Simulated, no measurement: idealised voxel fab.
Process module name: voxel air gaps
The cross-section shown here is cut; it is 185 nm wide and divided into square cells measuring 5 nm on a side.
Cross-section format: a grid of square cells, given as bands from top to bottom; each band is one or more rows of cells. It is stipulated that each band's entry specify, in nanometres, the height of the top of the band and then that of its bottom, followed by the materials of the band in left-to-right sequence, each together with its width in nanometres. A single material marked by the word "full width" is understood to fill the band from edge to edge; the word "empty" is understood to denote empty space. Counting heights begins at 0, where everything beneath is, in the wafer as received, one material. The lowest band has no bottom; it goes on downwards, as "0 down" shows. Width "30 to 40": first value at the band's top row of cells, second value at its bottom row, equal change from row to row. No cell of the cross-section changed in a step that is given as "nothing changed". Heads up: "Trapped void list" only lists the empty pockets with no open path to the top that are 8 cells or more, and it writes them as width x height at distance, distance from the left edge, in nm. Past the settings on a step's line: simulator remark, on that step. overlay nm: mask right of planned place by this much (step with mask). Neg. = left.
# Process steps (planned)
1 op RECEIVE | material Si
2 op CONFORMAL_DEP | material SiO2 | thk nm 10
3 op CONFORMAL_DEP | material SiN | thk nm 5
4 op DIRECTIONAL_DEP | material lowk | thk nm 30
5 op PATTERN | tone open | mask id LINES | material resist | width nm 20 | pitch nm 45 | thk nm 15 | overlay nm 0
6 op DIRECTIONAL_ETCH | etch materials lowk | depth nm 30
7 op STRIP | etch materials resist
8 op CONFORMAL_DEP | material TiN | thk nm 5
9 op FILL_DEP | material W | thk nm 10
10 op CMP | height nm 45
11 op EPI | material Ru | thk nm 10
12 op SELECTIVE_ETCH | etch materials lowk | depth nm 40
13 op CONFORMAL_DEP | material SiN | thk nm 5
# Cross-sectional view of the wafer in its as-received condition, corresponding to the state after step 1
- 0 down: Si full width
- Trapped void list: none
# Here's the cross-section of the first of our two wafers at the end of the module - it ran as planned
- 60 to 55: 20 of empty, 140 of SiN, 25 of empty
- 55 to 45: 20 of empty, 5 of SiN, 40 of Ru, 5 of SiN, 40 of Ru, 5 of SiN, 40 of Ru, 5 of SiN, 25 of empty
- 45 to 40: 20 of empty, 15 of SiN, 5 of TiN, 10 of W, 5 of TiN, 25 of SiN, 5 of TiN, 10 of W, 5 of TiN, 25 of SiN, 5 of TiN, 10 of W, 5 of TiN, 15 of SiN, 25 of empty
- 40 to 20: 30 of empty, 5 of SiN, 5 of TiN, 10 of W, 5 of TiN, 5 of SiN, 15 of empty, 5 of SiN, 5 of TiN, 10 of W, 5 of TiN, 5 of SiN, 15 of empty, 5 of SiN, 5 of TiN, 10 of W, 5 of TiN, 5 of SiN, 35 of empty
- 20 to 15: 35 of SiN, 20 of TiN, 25 of SiN, 20 of TiN, 25 of SiN, 20 of TiN, 40 of SiN
- 15 to 10: SiN full width
- 10 to 0: SiO2 full width
- 0 down: Si full width
- Trapped void list: 15 x 20 at 60; 15 x 20 at 105
# Presented here is a cross-section of the second of the two wafers as it stood at the end of the module. It was started in the same manner and assigned the same plan as the first wafer; however, one mistake was made in its execution
- 50 to 40: SiN full width
- 40 to 10: lowk full width
- 10 to 0: SiO2 full width
- 0 down: Si full width
- Trapped void list: none
Heads up, the wafer didn't run the way we planned it: steps 3 and 4 of the plan were each performed in the slot designated for the other
End of process, cell counts, second wafer against first, materials with more or fewer: Ru: 48 fewer | SiN: 64 fewer | TiN: 42 fewer | W: 30 fewer | lowk: 222 more
End state: 2 closed voids on the first wafer, 0 on the second.
